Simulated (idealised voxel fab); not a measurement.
You're looking at the process module voxel transistor to metal.
We display cut, a cross-section 185 nm in width whose square cells are each 5 nm.
Think of the cross-section as a grid of square cells. We describe it in bands, top to bottom, and each band covers one or more rows of those cells.
Top, bottom (nm), then materials left to right with widths (nm); lone material tagged "throughout" fills the whole band edge to edge; "empty" = empty space.
All heights in this document are referenced to 0, defined as the level beneath which the wafer, as received, consists entirely of one material. The lowest band is not bounded below; it extends indefinitely downward and is written in the form "0 down".
Read "30 to 40" as a graded width: first number on top, second number at the bottom, same change between each pair of neighbouring rows.
It should be understood that the words "all unchanged", when stated for a given step, signify that the cross-section underwent no change in any of its cells during that step.
Listed in "Non-vented voids": every empty space of 8 or more cells without an open way to the top. Form: width x height at distance, the distance being from the left edge, all in nm.
Step line, after settings: the simulator's comment on this step.
The "overlay nm" setting may appear on a step's line; for a step that uses a mask, it gives how far to the right of its planned position the mask lay, and a negative value indicates the left.
How should the pairs below be read? Each gives the cross-section before one process step and the cross-section after it, the latter drawn only to the lowest band that changed; the step that lies between them, with its settings, appears under the pair. Does a pair pick up where the pair above left off? Only where its entry headed "Pre-process" says so, since pairs can come from different runs of this module on the same starting wafer.
# Pre-process
	40 to 35 | 35 of SiCN | 115 of empty | 35 of SiCN
	35 to 30 | SiCN throughout
	30 to 25 | 35 of polySi | 115 of SiCN | 35 of polySi
	25 to 0 | polySi throughout
	0 to -5 | 35 of SiO2 | 115 of polySi | 35 of SiO2
	-5 to -10 | SiO2 throughout
	-10 to -80 | 45 of SiO2 | 95 of Si | 45 of SiO2
	-80 down | Si throughout
	Non-vented voids: none
# Post-Process View
	60 to 40 | 80 of empty | 25 of resist | 80 of empty
	40 to 35 | 35 of SiCN | 45 of empty | 25 of resist | 45 of empty | 35 of SiCN
	Beneath the level 35, the cross-section is identical to its previous state.
	Non-vented voids: none
Relating the two cross-sections above, the step in between is PATTERN (tone cover; mask id GATE; material resist; width nm 25; thk nm 20; overlay nm 0)
Pre-process: The pre-step condition corresponds to the post-step cross-section depicted in the pair directly above.
# Post-Process View
	60 to 35 | 80 of empty | 25 of resist | 80 of empty
	35 to 30 | 80 of empty | 25 of SiCN | 80 of empty
	30 to 25 | 35 of polySi | 45 of empty | 25 of SiCN | 45 of empty | 35 of polySi
	Beneath the level 25, the cross-section is identical to its previous state.
	Non-vented voids: none
Relating the two cross-sections above, the step in between is DIRECTIONAL_ETCH (etch materials SiCN; depth nm 20)
Pre-process: The pre-step condition corresponds to the post-step cross-section depicted in the pair directly above.
# Post-Process View
	60 to 35 | 80 of empty | 25 of resist | 80 of empty
	35 to 25 | 80 of empty | 25 of SiCN | 80 of empty
	25 to 0 | 80 of empty | 25 of polySi | 80 of empty
	0 to -5 | 35 of SiO2 | 45 of empty | 25 of polySi | 45 of empty | 35 of SiO2
	Beneath the level -5, the cross-section is identical to its previous state.
	Non-vented voids: none
Relating the two cross-sections above, the step in between is DIRECTIONAL_ETCH (etch materials polySi; depth nm 40)
Pre-process: The pre-step condition corresponds to the post-step cross-section depicted in the pair directly above.
# Post-Process View
	35 to 25 | 80 of empty | 25 of SiCN | 80 of empty
	Beneath the level 25, the cross-section is identical to its previous state.
	Non-vented voids: none
Relating the two cross-sections above, the step in between is STRIP (etch materials resist)
Pre-process: The pre-step condition corresponds to the post-step cross-section depicted in the pair directly above.
# Post-Process View
	40 to 35 | 75 of empty | 35 of SiO2 | 75 of empty
	35 to 25 | 75 of empty | 5 of SiO2 | 25 of SiCN | 5 of SiO2 | 75 of empty
	25 to 5 | 75 of empty | 5 of SiO2 | 25 of polySi | 5 of SiO2 | 75 of empty
	5 to 0 | 40 of SiO2 | 35 of empty | 5 of SiO2 | 25 of polySi | 5 of SiO2 | 35 of empty | 40 of SiO2
	0 to -5 | 80 of SiO2 | 25 of polySi | 80 of SiO2
	Beneath the level -5, the cross-section is identical to its previous state.
	Non-vented voids: none
Relating the two cross-sections above, the step in between is CONFORMAL_DEP (material SiO2; thk nm 5)
Pre-process: The pre-step condition corresponds to the post-step cross-section depicted in the pair directly above.
# Post-Process View
	35 to 25 | 75 of empty | 5 of SiO2 | 25 of SiCN | 5 of SiO2 | 75 of empty
	25 to 0 | 75 of empty | 5 of SiO2 | 25 of polySi | 5 of SiO2 | 75 of empty
	0 to -5 | 40 of SiO2 | 35 of empty | 5 of SiO2 | 25 of polySi | 5 of SiO2 | 35 of empty | 40 of SiO2
	Beneath the level -5, the cross-section is identical to its previous state.
	Non-vented voids: none
Relating the two cross-sections above, the step in between is DIRECTIONAL_ETCH (etch materials SiO2; depth nm 5)
Pre-process: The pre-step condition corresponds to the post-step cross-section depicted in the pair directly above.
# Post-Process View
	40 to 35 | 70 of empty | 45 of SiN | 70 of empty
	35 to 25 | 70 of empty | 5 of SiN | 5 of SiO2 | 25 of SiCN | 5 of SiO2 | 5 of SiN | 70 of empty
	25 to 5 | 70 of empty | 5 of SiN | 5 of SiO2 | 25 of polySi | 5 of SiO2 | 5 of SiN | 70 of empty
	5 to 0 | 45 of SiN | 25 of empty | 5 of SiN | 5 of SiO2 | 25 of polySi | 5 of SiO2 | 5 of SiN | 25 of empty | 45 of SiN
	0 to -5 | 40 of SiO2 | 35 of SiN | 5 of SiO2 | 25 of polySi | 5 of SiO2 | 35 of SiN | 40 of SiO2
	Beneath the level -5, the cross-section is identical to its previous state.
	Non-vented voids: none
Relating the two cross-sections above, the step in between is CONFORMAL_DEP (material SiN; thk nm 5)
Pre-process: The pre-step condition corresponds to the post-step cross-section depicted in the pair directly above.
# Post-Process View
	35 to 25 | 70 of empty | 5 of SiN | 5 of SiO2 | 25 of SiCN | 5 of SiO2 | 5 of SiN | 70 of empty
	25 to 0 | 70 of empty | 5 of SiN | 5 of SiO2 | 25 of polySi | 5 of SiO2 | 5 of SiN | 70 of empty
	0 to -5 | 40 of SiO2 | 5 of SiN | 25 of empty | 5 of SiN | 5 of SiO2 | 25 of polySi | 5 of SiO2 | 5 of SiN | 25 of empty | 5 of SiN | 40 of SiO2
	Beneath the level -5, the cross-section is identical to its previous state.
	Non-vented voids: none
Relating the two cross-sections above, the step in between is DIRECTIONAL_ETCH (etch materials SiN; depth nm 5)
Pre-process: The pre-step condition corresponds to the post-step cross-section depicted in the pair directly above.
# Post-Process View
	35 to 30 | 70 of empty | 5 of SiN | 5 of empty | 25 of SiCN | 5 of empty | 5 of SiN | 70 of empty
	30 to 25 | 70 of empty | 5 of SiN | 5 of SiO2 | 25 of SiCN | 5 of SiO2 | 5 of SiN | 70 of empty
	25 to 0 | 70 of empty | 5 of SiN | 5 of SiO2 | 25 of polySi | 5 of SiO2 | 5 of SiN | 70 of empty
	0 to -5 | 40 of empty | 5 of SiN | 25 of empty | 5 of SiN | 5 of SiO2 | 25 of polySi | 5 of SiO2 | 5 of SiN | 25 of empty | 5 of SiN | 40 of empty
	-5 to -10 | 45 of SiO2 | 25 of empty | 45 of SiO2 | 25 of empty | 45 of SiO2
	Beneath the level -10, the cross-section is identical to its previous state.
	Non-vented voids: none
Relating the two cross-sections above, the step in between is DIRECTIONAL_ETCH (etch materials SiO2; depth nm 5)
Pre-process: The pre-step condition corresponds to the post-step cross-section depicted in the pair directly above.
# Post-Process View
	35 to 30 | 70 of empty | 5 of SiN | 5 of empty | 25 of SiCN | 5 of empty | 5 of SiN | 70 of empty
	30 to 25 | 70 of empty | 5 of SiN | 5 of SiO2 | 25 of SiCN | 5 of SiO2 | 5 of SiN | 70 of empty
	25 to 0 | 70 of empty | 5 of SiN | 5 of SiO2 | 25 of polySi | 5 of SiO2 | 5 of SiN | 70 of empty
	0 to -5 | 40 of empty | 5 of SiN | 25 of empty | 5 of SiN | 5 of SiO2 | 25 of polySi | 5 of SiO2 | 5 of SiN | 25 of empty | 5 of SiN | 40 of empty
	-5 to -10 | 45 of SiO2 | 25 of empty | 45 of SiO2 | 25 of empty | 45 of SiO2
	-10 to -20 | 45 of SiO2 | 25 of empty | 45 of Si | 25 of empty | 45 of SiO2
	Beneath the level -20, the cross-section is identical to its previous state.
	Non-vented voids: none
Relating the two cross-sections above, the step in between is DIRECTIONAL_ETCH (etch materials Si; depth nm 10)
Pre-process: The pre-step condition corresponds to the post-step cross-section depicted in the pair directly above.
# Post-Process View
	35 to 30 | 70 of empty | 5 of SiN | 5 of empty | 25 of SiCN | 5 of empty | 5 of SiN | 70 of empty
	30 to 25 | 70 of empty | 5 of SiN | 5 of SiO2 | 25 of SiCN | 5 of SiO2 | 5 of SiN | 70 of empty
	25 to 0 | 70 of empty | 5 of SiN | 5 of SiO2 | 25 of polySi | 5 of SiO2 | 5 of SiN | 70 of empty
	0 to -5 | 40 of empty | 5 of SiN | 15 of empty | 10 of nSi | 5 of SiN | 5 of SiO2 | 25 of polySi | 5 of SiO2 | 5 of SiN | 10 of nSi | 15 of empty | 5 of SiN | 40 of empty
	-5 to -10 | 45 of SiO2 | 15 of empty | 10 of nSi | 45 of SiO2 | 10 of nSi | 15 of empty | 45 of SiO2
	-10 to -20 | 45 of SiO2 | 25 of nSi | 45 of Si | 25 of nSi | 45 of SiO2
	Beneath the level -20, the cross-section is identical to its previous state.
	Non-vented voids: none
Relating the two cross-sections above, the step in between is EPI (material nSi; thk nm 10)
Pre-process: The pre-step condition corresponds to the post-step cross-section depicted in the pair directly above.
# Post-Process View
	45 to 35 | SiO2 throughout
	35 to 25 | 70 of SiO2 | 5 of SiN | 5 of SiO2 | 25 of SiCN | 5 of SiO2 | 5 of SiN | 70 of SiO2
	25 to 0 | 70 of SiO2 | 5 of SiN | 5 of SiO2 | 25 of polySi | 5 of SiO2 | 5 of SiN | 70 of SiO2
	0 to -5 | 40 of SiO2 | 5 of SiN | 15 of SiO2 | 10 of nSi | 5 of SiN | 5 of SiO2 | 25 of polySi | 5 of SiO2 | 5 of SiN | 10 of nSi | 15 of SiO2 | 5 of SiN | 40 of SiO2
	-5 to -10 | 60 of SiO2 | 10 of nSi | 45 of SiO2 | 10 of nSi | 60 of SiO2
	Beneath the level -10, the cross-section is identical to its previous state.
	Non-vented voids: none
Relating the two cross-sections above, the step in between is FILL_DEP (material SiO2; thk nm 10)
Pre-process: The pre-step condition corresponds to the post-step cross-section depicted in the pair directly above.
# Post-Process View
	35 to 25 | 70 of SiO2 | 5 of SiN | 5 of SiO2 | 25 of SiCN | 5 of SiO2 | 5 of SiN | 70 of SiO2
	Beneath the level 25, the cross-section is identical to its previous state.
	Non-vented voids: none
Relating the two cross-sections above, the step in between is CMP (height nm 35)
Pre-process: The pre-step condition corresponds to the post-step cross-section depicted in the pair directly above.
# Post-Process View
	50 to 35 | SiO2 throughout
	Beneath the level 35, the cross-section is identical to its previous state.
	Non-vented voids: none
Relating the two cross-sections above, the step in between is DIRECTIONAL_DEP (material SiO2; thk nm 15)
Pre-process: The pre-step condition corresponds to the post-step cross-section depicted in the pair directly above.
# Post-Process View
	65 to 50 | 45 of resist | 20 of empty | 55 of resist | 20 of empty | 45 of resist
	Beneath the level 50, the cross-section is identical to its previous state.
	Non-vented voids: none
Relating the two cross-sections above, the step in between is PATTERN (tone open; mask id CONTACT; material resist; width nm 20; pitch nm 75; thk nm 15; overlay nm 0)
Pre-process: The pre-step condition corresponds to the post-step cross-section depicted in the pair directly above.
# Post-Process View
	65 to 50 | 45 of resist | 20 of empty | 55 of resist | 20 of empty | 45 of resist
	50 to 35 | 45 of SiO2 | 20 of empty | 55 of SiO2 | 20 of empty | 45 of SiO2
	35 to 25 | 45 of SiO2 | 20 of empty | 5 of SiO2 | 5 of SiN | 5 of SiO2 | 25 of SiCN | 5 of SiO2 | 5 of SiN | 5 of SiO2 | 20 of empty | 45 of SiO2
	25 to 0 | 45 of SiO2 | 20 of empty | 5 of SiO2 | 5 of SiN | 5 of SiO2 | 25 of polySi | 5 of SiO2 | 5 of SiN | 5 of SiO2 | 20 of empty | 45 of SiO2
	0 to -5 | 40 of SiO2 | 5 of SiN | 15 of empty | 10 of nSi | 5 of SiN | 5 of SiO2 | 25 of polySi | 5 of SiO2 | 5 of SiN | 10 of nSi | 15 of empty | 5 of SiN | 40 of SiO2
	-5 to -10 | 45 of SiO2 | 15 of empty | 10 of nSi | 45 of SiO2 | 10 of nSi | 15 of empty | 45 of SiO2
	Beneath the level -10, the cross-section is identical to its previous state.
	Non-vented voids: none
Relating the two cross-sections above, the step in between is DIRECTIONAL_ETCH (etch materials SiO2; depth nm 60)
Pre-process: The pre-step condition corresponds to the post-step cross-section depicted in the pair directly above.
# Post-Process View
	50 to 35 | 45 of SiO2 | 20 of empty | 55 of SiO2 | 20 of empty | 45 of SiO2
	Beneath the level 35, the cross-section is identical to its previous state.
	Non-vented voids: none
Relating the two cross-sections above, the step in between is STRIP (etch materials resist)
Pre-process: The pre-step condition corresponds to the post-step cross-section depicted in the pair directly above.
# Post-Process View
	55 to 50 | 50 of TiN | 10 of empty | 65 of TiN | 10 of empty | 50 of TiN
	50 to 35 | 45 of SiO2 | 5 of TiN | 10 of empty | 5 of TiN | 55 of SiO2 | 5 of TiN | 10 of empty | 5 of TiN | 45 of SiO2
	35 to 25 | 45 of SiO2 | 5 of TiN | 10 of empty | 5 of TiN | 5 of SiO2 | 5 of SiN | 5 of SiO2 | 25 of SiCN | 5 of SiO2 | 5 of SiN | 5 of SiO2 | 5 of TiN | 10 of empty | 5 of TiN | 45 of SiO2
	25 to 5 | 45 of SiO2 | 5 of TiN | 10 of empty | 5 of TiN | 5 of SiO2 | 5 of SiN | 5 of SiO2 | 25 of polySi | 5 of SiO2 | 5 of SiN | 5 of SiO2 | 5 of TiN | 10 of empty | 5 of TiN | 45 of SiO2
	5 to 0 | 45 of SiO2 | 5 of TiN | 5 of empty | 10 of TiN | 5 of SiO2 | 5 of SiN | 5 of SiO2 | 25 of polySi | 5 of SiO2 | 5 of SiN | 5 of SiO2 | 10 of TiN | 5 of empty | 5 of TiN | 45 of SiO2
	0 to -5 | 40 of SiO2 | 5 of SiN | 5 of TiN | 5 of empty | 5 of TiN | 10 of nSi | 5 of SiN | 5 of SiO2 | 25 of polySi | 5 of SiO2 | 5 of SiN | 10 of nSi | 5 of TiN | 5 of empty | 5 of TiN | 5 of SiN | 40 of SiO2
	-5 to -10 | 45 of SiO2 | 15 of TiN | 10 of nSi | 45 of SiO2 | 10 of nSi | 15 of TiN | 45 of SiO2
	Beneath the level -10, the cross-section is identical to its previous state.
	Non-vented voids: none
Relating the two cross-sections above, the step in between is CONFORMAL_DEP (material TiN; thk nm 5)
Pre-process: The pre-step condition corresponds to the post-step cross-section depicted in the pair directly above.
# Post-Process View
	60 to 55 | Ru throughout
	55 to 50 | 50 of TiN | 10 of Ru | 65 of TiN | 10 of Ru | 50 of TiN
	50 to 35 | 45 of SiO2 | 5 of TiN | 10 of Ru | 5 of TiN | 55 of SiO2 | 5 of TiN | 10 of Ru | 5 of TiN | 45 of SiO2
	35 to 25 | 45 of SiO2 | 5 of TiN | 10 of Ru | 5 of TiN | 5 of SiO2 | 5 of SiN | 5 of SiO2 | 25 of SiCN | 5 of SiO2 | 5 of SiN | 5 of SiO2 | 5 of TiN | 10 of Ru | 5 of TiN | 45 of SiO2
	25 to 5 | 45 of SiO2 | 5 of TiN | 10 of Ru | 5 of TiN | 5 of SiO2 | 5 of SiN | 5 of SiO2 | 25 of polySi | 5 of SiO2 | 5 of SiN | 5 of SiO2 | 5 of TiN | 10 of Ru | 5 of TiN | 45 of SiO2
	5 to 0 | 45 of SiO2 | 5 of TiN | 5 of Ru | 10 of TiN | 5 of SiO2 | 5 of SiN | 5 of SiO2 | 25 of polySi | 5 of SiO2 | 5 of SiN | 5 of SiO2 | 10 of TiN | 5 of Ru | 5 of TiN | 45 of SiO2
	0 to -5 | 40 of SiO2 | 5 of SiN | 5 of TiN | 5 of Ru | 5 of TiN | 10 of nSi | 5 of SiN | 5 of SiO2 | 25 of polySi | 5 of SiO2 | 5 of SiN | 10 of nSi | 5 of TiN | 5 of Ru | 5 of TiN | 5 of SiN | 40 of SiO2
	Beneath the level -5, the cross-section is identical to its previous state.
	Non-vented voids: none
Relating the two cross-sections above, the step in between is FILL_DEP (material Ru; thk nm 5)
Pre-process: The pre-step condition corresponds to the post-step cross-section depicted in the pair directly above.
# Post-Process View
	50 to 35 | 45 of SiO2 | 5 of TiN | 10 of Ru | 5 of TiN | 55 of SiO2 | 5 of TiN | 10 of Ru | 5 of TiN | 45 of SiO2
	Beneath the level 35, the cross-section is identical to its previous state.
	Non-vented voids: none
Relating the two cross-sections above, the step in between is CMP (height nm 50)
Pre-process: The pre-step condition corresponds to the post-step cross-section depicted in the pair directly above.
# Post-Process View
	55 to 50 | TiN throughout
	Beneath the level 50, the cross-section is identical to its previous state.
	Non-vented voids: none
Relating the two cross-sections above, the step in between is DIRECTIONAL_DEP (material TiN; thk nm 5)
Pre-process: The pre-step condition corresponds to the post-step cross-section depicted in the pair directly above.
# Post-Process View
	70 to 55 | W throughout
	Beneath the level 55, the cross-section is identical to its previous state.
	Non-vented voids: none
Relating the two cross-sections above, the step in between is DIRECTIONAL_DEP (material W; thk nm 15)
Pre-process: The pre-step condition corresponds to the post-step cross-section depicted in the pair directly above.
# Post-Process View
	85 to 70 | aC throughout
	Beneath the level 70, the cross-section is identical to its previous state.
	Non-vented voids: none
Relating the two cross-sections above, the step in between is DIRECTIONAL_DEP (material aC; thk nm 15)
Pre-process: The pre-step condition corresponds to the post-step cross-section depicted in the pair directly above.
# Post-Process View
	120 to 85 | 45 of empty | 20 of resist | 55 of empty | 20 of resist | 45 of empty
	Beneath the level 85, the cross-section is identical to its previous state.
	Non-vented voids: none
Relating the two cross-sections above, the step in between is PATTERN (tone cover; mask id METAL_1; material resist; width nm 20; pitch nm 75; thk nm 35; overlay nm 0)
Pre-process: The pre-step condition corresponds to the post-step cross-section depicted in the pair directly above.
# Post-Process View
	105 to 85 | 45 of empty | 20 of resist | 55 of empty | 20 of resist | 45 of empty
	85 to 70 | 45 of empty | 20 of aC | 55 of empty | 20 of aC | 45 of empty
	Beneath the level 70, the cross-section is identical to its previous state.
	Non-vented voids: none
Relating the two cross-sections above, the step in between is DIRECTIONAL_ETCH (etch materials aC; depth nm 15)
Pre-process: The pre-step condition corresponds to the post-step cross-section depicted in the pair directly above.
# Post-Process View
	85 to 70 | 45 of empty | 20 of aC | 55 of empty | 20 of aC | 45 of empty
	Beneath the level 70, the cross-section is identical to its previous state.
	Non-vented voids: none
Relating the two cross-sections above, the step in between is STRIP (etch materials resist)
Pre-process: The pre-step condition corresponds to the post-step cross-section depicted in the pair directly above.
# Post-Process View
	85 to 70 | 45 of empty | 20 of aC | 55 of empty | 20 of aC | 45 of empty
	70 to 55 | 45 of empty | 20 of W | 55 of empty | 20 of W | 45 of empty
	Beneath the level 55, the cross-section is identical to its previous state.
	Non-vented voids: none
Relating the two cross-sections above, the step in between is DIRECTIONAL_ETCH (etch materials W; depth nm 15)
Pre-process: The pre-step condition corresponds to the post-step cross-section depicted in the pair directly above.
# Post-Process View
	85 to 70 | 45 of empty | 20 of aC | 55 of empty | 20 of aC | 45 of empty
	70 to 55 | 45 of empty | 20 of W | 55 of empty | 20 of W | 45 of empty
	55 to 50 | 45 of empty | 20 of TiN | 55 of empty | 20 of TiN | 45 of empty
	Beneath the level 50, the cross-section is identical to its previous state.
	Non-vented voids: none
Relating the two cross-sections above, the step in between is DIRECTIONAL_ETCH (etch materials TiN; depth nm 5)
Pre-process: The pre-step condition corresponds to the post-step cross-section depicted in the pair directly above.
# Post-Process View
	70 to 55 | 45 of empty | 20 of W | 55 of empty | 20 of W | 45 of empty
	Beneath the level 55, the cross-section is identical to its previous state.
	Non-vented voids: none
Relating the two cross-sections above, the step in between is STRIP (etch materials aC)
Pre-process: The pre-step condition corresponds to the post-step cross-section depicted in the pair directly above.
# Post-Process View
	75 to 70 | 40 of empty | 30 of SiN | 45 of empty | 30 of SiN | 40 of empty
	70 to 55 | 40 of empty | 5 of SiN | 20 of W | 5 of SiN | 45 of empty | 5 of SiN | 20 of W | 5 of SiN | 40 of empty
	55 to 50 | 45 of SiN | 20 of TiN | 55 of SiN | 20 of TiN | 45 of SiN
	Beneath the level 50, the cross-section is identical to its previous state.
	Non-vented voids: none
Relating the two cross-sections above, the step in between is CONFORMAL_DEP (material SiN; thk nm 5)
Pre-process: The pre-step condition corresponds to the post-step cross-section depicted in the pair directly above.
# Post-Process View
	85 to 75 | lowk throughout
	75 to 70 | 40 of lowk | 30 of SiN | 45 of lowk | 30 of SiN | 40 of lowk
	70 to 55 | 40 of lowk | 5 of SiN | 20 of W | 5 of SiN | 45 of lowk | 5 of SiN | 20 of W | 5 of SiN | 40 of lowk
	Beneath the level 55, the cross-section is identical to its previous state.
	Non-vented voids: none
Relating the two cross-sections above, the step in between is FILL_DEP (material lowk; thk nm 10)
Pre-process: The pre-step condition corresponds to the post-step cross-section depicted in the pair directly above.
# Post-Process View
	70 to 55 | 40 of lowk | 5 of SiN | 20 of W | 5 of SiN | 45 of lowk | 5 of SiN | 20 of W | 5 of SiN | 40 of lowk
	Beneath the level 55, the cross-section is identical to its previous state.
	Non-vented voids: none
Relating the two cross-sections above, the step in between is CMP (height nm 70)
Pre-process: The pre-step condition corresponds to the post-step cross-section depicted in the pair directly above.
# Post-Process View
	75 to 70 | SiCN throughout
	Beneath the level 70, the cross-section is identical to its previous state.
	Non-vented voids: none
Relating the two cross-sections above, the step in between is CONFORMAL_DEP (material SiCN; thk nm 5)
Pre-process: The pre-step condition corresponds to the post-step cross-section depicted in the pair directly above.
# Post-Process View
	110 to 75 | SiO2 throughout
	Beneath the level 75, the cross-section is identical to its previous state.
	Non-vented voids: none
Relating the two cross-sections above, the step in between is DIRECTIONAL_DEP (material SiO2; thk nm 35)
Pre-process: The pre-step condition corresponds to the post-step cross-section depicted in the pair directly above.
# Post-Process View
	110 to 90 | 45 of SiO2 | 20 of empty | 55 of SiO2 | 20 of empty | 45 of SiO2
	Beneath the level 90, the cross-section is identical to its previous state.
	Non-vented voids: none
Relating the two cross-sections above, the step in between is MASKED_ETCH (tone open; mask id METAL_2; width nm 20; pitch nm 75; etch materials SiO2; depth nm 20; overlay nm 0)
Pre-process: The pre-step condition corresponds to the post-step cross-section depicted in the pair directly above.
# Post-Process View
	110 to 90 | 45 of SiO2 | 20 of empty | 55 of SiO2 | 20 of empty | 45 of SiO2
	90 to 75 | 45 of SiO2 | 15 of empty | 60 of SiO2 | 15 of empty | 50 of SiO2
	Beneath the level 75, the cross-section is identical to its previous state.
	Non-vented voids: none
Relating the two cross-sections above, the step in between is MASKED_ETCH (tone open; mask id METAL_2_HOLES; width nm 15; pitch nm 75; etch materials SiO2; depth nm 15; overlay nm 0)
Pre-process: The pre-step condition corresponds to the post-step cross-section depicted in the pair directly above.
# Post-Process View
	110 to 90 | 45 of SiO2 | 20 of empty | 55 of SiO2 | 20 of empty | 45 of SiO2
	90 to 75 | 45 of SiO2 | 15 of empty | 60 of SiO2 | 15 of empty | 50 of SiO2
	75 to 70 | 45 of SiCN | 15 of empty | 60 of SiCN | 15 of empty | 50 of SiCN
	Beneath the level 70, the cross-section is identical to its previous state.
	Non-vented voids: none
Relating the two cross-sections above, the step in between is MASKED_ETCH (tone open; mask id METAL_2_HOLES; width nm 15; pitch nm 75; etch materials SiCN; depth nm 5; overlay nm 0)
Pre-process: The pre-step condition corresponds to the post-step cross-section depicted in the pair directly above.
# Post-Process View
	115 to 110 | 50 of TiN | 10 of empty | 65 of TiN | 10 of empty | 50 of TiN
	110 to 95 | 45 of SiO2 | 5 of TiN | 10 of empty | 5 of TiN | 55 of SiO2 | 5 of TiN | 10 of empty | 5 of TiN | 45 of SiO2
	95 to 90 | 45 of SiO2 | 5 of TiN | 5 of empty | 10 of TiN | 55 of SiO2 | 5 of TiN | 5 of empty | 10 of TiN | 45 of SiO2
	90 to 75 | 45 of SiO2 | 5 of TiN | 5 of empty | 5 of TiN | 60 of SiO2 | 5 of TiN | 5 of empty | 5 of TiN | 50 of SiO2
	75 to 70 | 45 of SiCN | 15 of TiN | 60 of SiCN | 15 of TiN | 50 of SiCN
	Beneath the level 70, the cross-section is identical to its previous state.
	Non-vented voids: none
Relating the two cross-sections above, the step in between is CONFORMAL_DEP (material TiN; thk nm 5)
Pre-process: The pre-step condition corresponds to the post-step cross-section depicted in the pair directly above.
# Post-Process View
	120 to 115 | Ru throughout
	115 to 110 | 50 of TiN | 10 of Ru | 65 of TiN | 10 of Ru | 50 of TiN
	110 to 95 | 45 of SiO2 | 5 of TiN | 10 of Ru | 5 of TiN | 55 of SiO2 | 5 of TiN | 10 of Ru | 5 of TiN | 45 of SiO2
	95 to 90 | 45 of SiO2 | 5 of TiN | 5 of Ru | 10 of TiN | 55 of SiO2 | 5 of TiN | 5 of Ru | 10 of TiN | 45 of SiO2
	90 to 75 | 45 of SiO2 | 5 of TiN | 5 of Ru | 5 of TiN | 60 of SiO2 | 5 of TiN | 5 of Ru | 5 of TiN | 50 of SiO2
	Beneath the level 75, the cross-section is identical to its previous state.
	Non-vented voids: none
Relating the two cross-sections above, the step in between is FILL_DEP (material Ru; thk nm 5)
Pre-process: The pre-step condition corresponds to the post-step cross-section depicted in the pair directly above.
# Post-Process View
	110 to 95 | 45 of SiO2 | 5 of TiN | 10 of Ru | 5 of TiN | 55 of SiO2 | 5 of TiN | 10 of Ru | 5 of TiN | 45 of SiO2
	Beneath the level 95, the cross-section is identical to its previous state.
	Non-vented voids: none
Relating the two cross-sections above, the step in between is CMP (height nm 110)
Pre-process: The pre-step condition corresponds to the post-step cross-section depicted in the pair directly above.
# Post-Process View
	115 to 110 | SiN throughout
	Beneath the level 110, the cross-section is identical to its previous state.
	Non-vented voids: none
Relating the two cross-sections above, the step in between is CONFORMAL_DEP (material SiN; thk nm 5)
# Pre-process
	50 to 35 | 45 of SiO2 | 5 of TiN | 10 of Ru | 5 of TiN | 55 of SiO2 | 5 of TiN | 10 of Ru | 5 of TiN | 45 of SiO2
	35 to 25 | 45 of SiO2 | 5 of TiN | 10 of Ru | 5 of TiN | 5 of SiO2 | 5 of SiN | 5 of SiO2 | 25 of SiCN | 5 of SiO2 | 5 of SiN | 5 of SiO2 | 5 of TiN | 10 of Ru | 5 of TiN | 45 of SiO2
	25 to 5 | 45 of SiO2 | 5 of TiN | 10 of Ru | 5 of TiN | 5 of SiO2 | 5 of SiN | 5 of SiO2 | 25 of polySi | 5 of SiO2 | 5 of SiN | 5 of SiO2 | 5 of TiN | 10 of Ru | 5 of TiN | 45 of SiO2
	5 to 0 | 45 of SiO2 | 5 of TiN | 5 of Ru | 10 of TiN | 5 of SiO2 | 5 of SiN | 5 of SiO2 | 25 of polySi | 5 of SiO2 | 5 of SiN | 5 of SiO2 | 10 of TiN | 5 of Ru | 5 of TiN | 45 of SiO2
	0 to -5 | 40 of SiO2 | 5 of SiN | 5 of TiN | 5 of Ru | 5 of TiN | 10 of nSi | 5 of SiN | 5 of SiO2 | 25 of polySi | 5 of SiO2 | 5 of SiN | 10 of nSi | 5 of TiN | 5 of Ru | 5 of TiN | 5 of SiN | 40 of SiO2
	-5 to -10 | 45 of SiO2 | 15 of TiN | 10 of nSi | 45 of SiO2 | 10 of nSi | 15 of TiN | 45 of SiO2
	-10 to -20 | 45 of SiO2 | 25 of nSi | 45 of Si | 25 of nSi | 45 of SiO2
	-20 to -45 | 45 of SiO2 | 95 of Si | 45 of SiO2
	-45 down | Si throughout
	Non-vented voids: none
# Post-Process View
	65 to 50 | W throughout
	Beneath the level 50, the cross-section is identical to its previous state.
	Non-vented voids: none
Relating the two cross-sections above, the step in between is DIRECTIONAL_DEP (material W; thk nm 15)
Pre-process: The pre-step condition corresponds to the post-step cross-section depicted in the pair directly above.
# Post-Process View
	70 to 65 | TiN throughout
	Beneath the level 65, the cross-section is identical to its previous state.
	Non-vented voids: none
Relating the two cross-sections above, the step in between is DIRECTIONAL_DEP (material TiN; thk nm 5)
Pre-process: The pre-step condition corresponds to the post-step cross-section depicted in the pair directly above.
# Post-Process View
	85 to 70 | aC throughout
	Beneath the level 70, the cross-section is identical to its previous state.
	Non-vented voids: none
Relating the two cross-sections above, the step in between is DIRECTIONAL_DEP (material aC; thk nm 15)
Pre-process: The pre-step condition corresponds to the post-step cross-section depicted in the pair directly above.
# Post-Process View
	120 to 85 | 45 of empty | 20 of resist | 55 of empty | 20 of resist | 45 of empty
	Beneath the level 85, the cross-section is identical to its previous state.
	Non-vented voids: none
Relating the two cross-sections above, the step in between is PATTERN (tone cover; mask id METAL_1; material resist; width nm 20; pitch nm 75; thk nm 35; overlay nm 0)
Pre-process: The pre-step condition corresponds to the post-step cross-section depicted in the pair directly above.
# Post-Process View
	105 to 85 | 45 of empty | 20 of resist | 55 of empty | 20 of resist | 45 of empty
	85 to 70 | 45 of empty | 20 of aC | 55 of empty | 20 of aC | 45 of empty
	Beneath the level 70, the cross-section is identical to its previous state.
	Non-vented voids: none
Relating the two cross-sections above, the step in between is DIRECTIONAL_ETCH (etch materials aC; depth nm 15)
Pre-process: The pre-step condition corresponds to the post-step cross-section depicted in the pair directly above.
# Post-Process View
	85 to 70 | 45 of empty | 20 of aC | 55 of empty | 20 of aC | 45 of empty
	Beneath the level 70, the cross-section is identical to its previous state.
	Non-vented voids: none
Relating the two cross-sections above, the step in between is STRIP (etch materials resist)
Pre-process: The pre-step condition corresponds to the post-step cross-section depicted in the pair directly above.
# Post-Process View
	85 to 70 | 45 of empty | 20 of aC | 55 of empty | 20 of aC | 45 of empty
	70 to 65 | 45 of empty | 20 of TiN | 55 of empty | 20 of TiN | 45 of empty
	Beneath the level 65, the cross-section is identical to its previous state.
	Non-vented voids: none
Relating the two cross-sections above, the step in between is DIRECTIONAL_ETCH (etch materials TiN; depth nm 5)
Pre-process: The pre-step condition corresponds to the post-step cross-section depicted in the pair directly above.
# Post-Process View
	70 to 65 | 45 of empty | 20 of TiN | 55 of empty | 20 of TiN | 45 of empty
	Beneath the level 65, the cross-section is identical to its previous state.
	Non-vented voids: none
Relating the two cross-sections above, the step in between is STRIP (etch materials aC)
